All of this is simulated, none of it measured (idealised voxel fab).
process module | voxel transistor to metal
cross-section cut | 140 nm wide | cells 5 nm
A cross-section is a grid of square cells, given in bands from the top down. A band is one or more rows of cells.
Each band's line starts with the height of the band's top and of its bottom, in nm. Then come its materials from left to right, each with its width in nm. One material with "throughout" fills the band from edge to edge. "air" is empty space.
Height 0 is the level under which the wafer as received is all one material. The lowest band goes on downwards, as in "0 down".
A width such as "30 to 40" changes by the same amount from each row of cells to the next, from the band's top row to its bottom row.
"no change" after a step means that no cell of the cross-section changed.
closed voids: empty space of 8 cells or more with no open way to the top, each as width x height at its distance from the left edge, in nm
after a step's settings: what the simulator itself notes on the step
overlay nm, on a step with a mask: how far to the right of its planned place the mask lay; to the left if negative
plan
1 op RECEIVE | material Si
2 op OXIDIZE | depth nm 5
3 op CONFORMAL_DEP | material SiN | thk nm 15
4 op MASKED_ETCH | tone cover | mask id ACTIVE | width nm 110 | etch materials SiN | depth nm 15 | overlay nm 0
5 op MASKED_ETCH | tone cover | mask id ACTIVE | width nm 110 | etch materials SiO2 | depth nm 5 | overlay nm 0
6 op MASKED_ETCH | tone cover | mask id ACTIVE | width nm 110 | etch materials Si | depth nm 35 | overlay nm 0
7 op FILL_DEP | material SiO2 | thk nm 5
8 op CMP | height nm 15
9 op SELECTIVE_ETCH | etch materials SiO2 | depth nm 10
10 op STRIP | etch materials SiN
11 op SELECTIVE_ETCH | etch materials SiO2 | depth nm 5
12 op OXIDIZE | depth nm 5
13 op DIRECTIONAL_DEP | material polySi | thk nm 30
14 op DIRECTIONAL_DEP | material SiCN | thk nm 15
15 op DIRECTIONAL_DEP | material aC | thk nm 10
16 op PATTERN | tone cover | mask id GATE | material resist | width nm 20 | thk nm 25 | overlay nm 0
17 op DIRECTIONAL_ETCH | etch materials aC | depth nm 10
18 op STRIP | etch materials resist
19 op DIRECTIONAL_ETCH | etch materials SiCN | depth nm 25
20 op DIRECTIONAL_ETCH | etch materials polySi | depth nm 40
21 op STRIP | etch materials aC
22 op CONFORMAL_DEP | material SiO2 | thk nm 5
23 op DIRECTIONAL_ETCH | etch materials SiO2 | depth nm 5
24 op CONFORMAL_DEP | material SiN | thk nm 5
25 op DIRECTIONAL_ETCH | etch materials SiN | depth nm 5
26 op DIRECTIONAL_ETCH | etch materials SiO2 | depth nm 5
27 op DIRECTIONAL_ETCH | etch materials Si | depth nm 10
28 op EPI | material SiGe | thk nm 15
29 op FILL_DEP | material SiO2 | thk nm 5
30 op CMP | height nm 40
31 op DIRECTIONAL_DEP | material SiO2 | thk nm 15
32 op DIRECTIONAL_DEP | material aC | thk nm 15
33 op PATTERN | tone open | mask id CONTACT | material resist | width nm 20 | pitch nm 80 | thk nm 30 | overlay nm 0
34 op DIRECTIONAL_ETCH | etch materials aC | depth nm 15
35 op STRIP | etch materials resist
36 op DIRECTIONAL_ETCH | etch materials SiO2 | depth nm 50
37 op STRIP | etch materials aC
38 op CONFORMAL_DEP | material TiN | thk nm 5
39 op FILL_DEP | material Ru | thk nm 10
40 op CMP | height nm 55
41 op CONFORMAL_DEP | material SiCN | thk nm 5
42 op DIRECTIONAL_DEP | material SiO2 | thk nm 15
43 op DIRECTIONAL_DEP | material aC | thk nm 15
44 op PATTERN | tone open | mask id METAL_1 | material resist | width nm 20 | pitch nm 80 | thk nm 35 | overlay nm 0
45 op DIRECTIONAL_ETCH | etch materials aC | depth nm 15
46 op STRIP | etch materials resist
47 op DIRECTIONAL_ETCH | etch materials SiO2 | depth nm 15
48 op DIRECTIONAL_ETCH | etch materials SiCN | depth nm 5
49 op STRIP | etch materials aC
50 op CONFORMAL_DEP | material TiN | thk nm 5
51 op FILL_DEP | material W | thk nm 10
52 op CMP | height nm 75
53 op CONFORMAL_DEP | material SiCN | thk nm 5
as received, after step 1
  0 down: Si throughout
  closed voids: none
a wafer at the end: this start, this plan, one mistake
  80 to 75: SiCN throughout
  75 to 60: SiO2 20 | TiN 5 | W 10 | TiN 5 | SiO2 60 | TiN 5 | W 10 | TiN 5 | SiO2 20
  60 to 55: SiCN 20 | TiN 20 | SiCN 60 | TiN 20 | SiCN 20
  55 to 35: SiO2 20 | TiN 5 | Ru 10 | TiN 5 | SiO2 60 | TiN 5 | Ru 10 | TiN 5 | SiO2 20
  35 to 20: SiO2 20 | TiN 5 | Ru 10 | TiN 5 | SiO2 10 | SiN 5 | SiO2 5 | SiCN 20 | SiO2 5 | SiN 5 | SiO2 10 | TiN 5 | Ru 10 | TiN 5 | SiO2 20
  20 to 10: SiO2 20 | TiN 5 | Ru 10 | TiN 5 | SiO2 10 | SiN 5 | SiO2 5 | polySi 20 | SiO2 5 | SiN 5 | SiO2 10 | TiN 5 | Ru 10 | TiN 5 | SiO2 20
  10 to 5: SiO2 20 | TiN 20 | SiO2 10 | SiN 5 | SiO2 5 | polySi 20 | SiO2 5 | SiN 5 | SiO2 10 | TiN 20 | SiO2 20
  5 to 0: SiO2 15 | SiGe 35 | SiN 5 | SiO2 5 | polySi 20 | SiO2 5 | SiN 5 | SiGe 35 | SiO2 15
  0 to -5: SiO2 15 | SiN 5 | SiGe 30 | SiN 5 | SiO2 5 | polySi 20 | SiO2 5 | SiN 5 | SiGe 30 | SiN 5 | SiO2 15
  -5 to -10: SiO2 20 | SiGe 30 | SiO2 40 | SiGe 30 | SiO2 20
  -10 to -20: SiO2 15 | Si 5 | SiGe 30 | Si 40 | SiGe 30 | Si 5 | SiO2 15
  -20 to -40: SiO2 15 | Si 110 | SiO2 15
  -40 down: Si throughout
  closed voids: none
what went wrong: step 13 ran as: op DIRECTIONAL_DEP | material polySi | thk nm 25
